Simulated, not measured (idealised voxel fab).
Process module, titled voxel wiring stack
FYI the section here is cut, 260 nm wide, cells are 5 nm squares.
In what follows, cross-sections appear as grids of square cells, described through bands that run from the top down, where every band is one or more rows of cells.
Band: top height; bottom height; in nm. Then, left to right: material with width in nm, for each material. "all across": a single material spanning edge to edge. "blank": empty space.
Zero point of the height axis is 0; under it, received wafer = one material. Lowest band: continues down indefinitely, "0..down".
The notation "30 to 40" denotes a width that varies across the rows of cells in the band, beginning at the first number in the top row, finishing at the second number in the bottom row, and changing by an identical amount from each row to the next.
"everything unchanged", as given for a step, is the statement that not any cell of the cross-section underwent a change during that step.
"Closed cavities" - sealed voids, min. 8 cells, no opening to top; format: width x height at distance (distance from left edge; nm throughout).
On each step's line, the part that comes after the settings is the simulator's own comment on the step.
overlay nm: for a step with a mask, the amount by which the mask lay right of where it was planned; a negative amount means left of it.

Intended process steps
1,RECEIVE, material Si
2,CONFORMAL_DEP, material SiO2, thk nm 15
3,DIRECTIONAL_DEP, material TiN, thk nm 5
4,DIRECTIONAL_DEP, material Ru, thk nm 25
5,PATTERN, tone cover, mask id METAL_1, material resist, width nm 30, pitch nm 45, thk nm 15, overlay nm 0
6,DIRECTIONAL_ETCH, etch materials Ru, depth nm 25
7,DIRECTIONAL_ETCH, etch materials TiN, depth nm 5
8,STRIP, etch materials resist
9,CONFORMAL_DEP, material SiCN, thk nm 5
10,FILL_DEP, material SiO2, thk nm 5
11,CMP, height nm 45
12,CONFORMAL_DEP, material SiCN, thk nm 5
13,DIRECTIONAL_DEP, material lowk, thk nm 20
14,MASKED_ETCH, tone open, mask id PLUG_1, width nm 15, pitch nm 90, etch materials lowk, depth nm 20, overlay nm 0
15,MASKED_ETCH, tone open, mask id PLUG_1, width nm 15, pitch nm 90, etch materials SiCN, depth nm 5, overlay nm 0
16,EPI, material Ru, thk nm 10
17,EPI, material Ru, thk nm 10
18,EPI, material Ru, thk nm 5
19,CONFORMAL_DEP, material SiN, thk nm 5
20,DIRECTIONAL_DEP, material SiO2, thk nm 25
21,DIRECTIONAL_DEP, material aC, thk nm 15
22,PATTERN, tone open, mask id METAL_2, material resist, width nm 30, pitch nm 45, thk nm 35, overlay nm 0
23,DIRECTIONAL_ETCH, etch materials aC, depth nm 15
24,STRIP, etch materials resist
25,DIRECTIONAL_ETCH, etch materials SiO2, depth nm 25
26,DIRECTIONAL_ETCH, etch materials SiN, depth nm 5
27,STRIP, etch materials aC
28,CONFORMAL_DEP, material TiN, thk nm 5
29,FILL_DEP, material Ru, thk nm 10
30,CMP, height nm 100
31,EPI, material Ru, thk nm 5
32,FILL_DEP, material SiCN, thk nm 5
33,DIRECTIONAL_DEP, material lowk, thk nm 25
34,PATTERN, tone open, mask id METAL_3, material resist, width nm 30, pitch nm 45, thk nm 20, overlay nm 0
35,DIRECTIONAL_ETCH, etch materials lowk, depth nm 15
36,STRIP, etch materials resist
37,DIRECTIONAL_DEP, material aC, thk nm 15
38,PATTERN, tone open, mask id METAL_3_HOLES, material resist, width nm 15, pitch nm 45, thk nm 30, overlay nm 0
39,DIRECTIONAL_ETCH, etch materials aC, depth nm 15
40,STRIP, etch materials resist
41,DIRECTIONAL_ETCH, etch materials lowk, depth nm 10
42,DIRECTIONAL_ETCH, etch materials SiCN, depth nm 5
43,STRIP, etch materials aC
44,CONFORMAL_DEP, material TiN, thk nm 5
45,FILL_DEP, material Cu, thk nm 5
46,CMP, height nm 135
47,CONFORMAL_DEP, material SiN, thk nm 5
Variable across wafers: step 14 width nm (plan value is that of the first wafer; starting state common to all).

Cut through the first of several wafers as received, post step 1
    0..down: Si all across
    Closed cavities: none

Shown in cross-section: the first of several wafers at the end of the module, after its last step, step 47
    140..135: SiN all across
    135..125: lowk=70, TiN=5, Cu=20, TiN=5, lowk=15, TiN=5, Cu=20, TiN=5, lowk=15, TiN=5, Cu=20, TiN=5, lowk=70
    125..120: lowk=70, TiN=5, Cu=5, TiN=20, lowk=15, TiN=5, Cu=5, TiN=20, lowk=15, TiN=5, Cu=5, TiN=20, lowk=70
    120..110: lowk=70, TiN=5, Cu=5, TiN=5, lowk=30, TiN=5, Cu=5, TiN=5, lowk=30, TiN=5, Cu=5, TiN=5, lowk=85
    110..105: SiCN=70, TiN=15, SiCN=30, TiN=15, SiCN=30, TiN=15, SiCN=85
    105..100: SiCN=65, Ru=40, SiCN=5, Ru=40, SiCN=5, Ru=40, SiCN=65
    100..75: SiO2=70, TiN=5, Ru=20, TiN=5, SiO2=15, TiN=5, Ru=20, TiN=5, SiO2=15, TiN=5, Ru=20, TiN=5, SiO2=70
    75..70: SiN=70, TiN=30, SiN=15, TiN=30, SiN=15, TiN=30, SiN=70
    70..50: lowk=70, Ru=15, lowk=75, Ru=15, lowk=85
    50..45: SiCN=70, Ru=15, SiCN=75, Ru=15, SiCN=85
    45..20: SiO2=65, SiCN=5, Ru=30, SiCN=5, SiO2=5, SiCN=5, Ru=30, SiCN=5, SiO2=5, SiCN=5, Ru=30, SiCN=5, SiO2=65
    20..15: SiCN=70, TiN=30, SiCN=15, TiN=30, SiCN=15, TiN=30, SiCN=70
    15..0: SiO2 all across
    0..down: Si all across
    Closed cavities: none

last wafer at the end
    140..135: SiN all across
    135..125: lowk=70, TiN=5, Cu=20, TiN=5, lowk=15, TiN=5, Cu=20, TiN=5, lowk=15, TiN=5, Cu=20, TiN=5, lowk=70
    125..120: lowk=70, TiN=5, Cu=5, TiN=20, lowk=15, TiN=5, Cu=5, TiN=20, lowk=15, TiN=5, Cu=5, TiN=20, lowk=70
    120..110: lowk=70, TiN=5, Cu=5, TiN=5, lowk=30, TiN=5, Cu=5, TiN=5, lowk=30, TiN=5, Cu=5, TiN=5, lowk=85
    110..105: SiCN=70, TiN=15, SiCN=30, TiN=15, SiCN=30, TiN=15, SiCN=85
    105..100: SiCN=65, Ru=40, SiCN=5, Ru=40, SiCN=5, Ru=40, SiCN=65
    100..75: SiO2=70, TiN=5, Ru=20, TiN=5, SiO2=15, TiN=5, Ru=20, TiN=5, SiO2=15, TiN=5, Ru=20, TiN=5, SiO2=70
    75..70: SiN=70, TiN=30, SiN=15, TiN=30, SiN=15, TiN=30, SiN=70
    70..50: lowk=65, Ru=30, lowk=60, Ru=30, lowk=75
    50..45: SiCN=70, Ru=15, SiCN=75, Ru=15, SiCN=85
    45..20: SiO2=65, SiCN=5, Ru=30, SiCN=5, SiO2=5, SiCN=5, Ru=30, SiCN=5, SiO2=5, SiCN=5, Ru=30, SiCN=5, SiO2=65
    20..15: SiCN=70, TiN=30, SiCN=15, TiN=30, SiCN=15, TiN=30, SiCN=70
    15..0: SiO2 all across
    0..down: Si all across
    Closed cavities: none

Quick key for the table: a row per wafer, taken at the end of the module. For each material it tells you how many cells the wafer gained (+) or lost (-) since it came in, and the closed voids come after
width nm 15; +33 Cu; +204 Ru; +181 SiCN; +86 SiN; +466 SiO2; +114 TiN; +372 lowk; Closed cavities: none
width nm 20; +33 Cu; +212 Ru; +181 SiCN; +86 SiN; +466 SiO2; +114 TiN; +364 lowk; Closed cavities: none
width nm 25; +33 Cu; +220 Ru; +181 SiCN; +86 SiN; +466 SiO2; +114 TiN; +356 lowk; Closed cavities: none
width nm 30; +33 Cu; +228 Ru; +181 SiCN; +86 SiN; +466 SiO2; +114 TiN; +348 lowk; Closed cavities: none
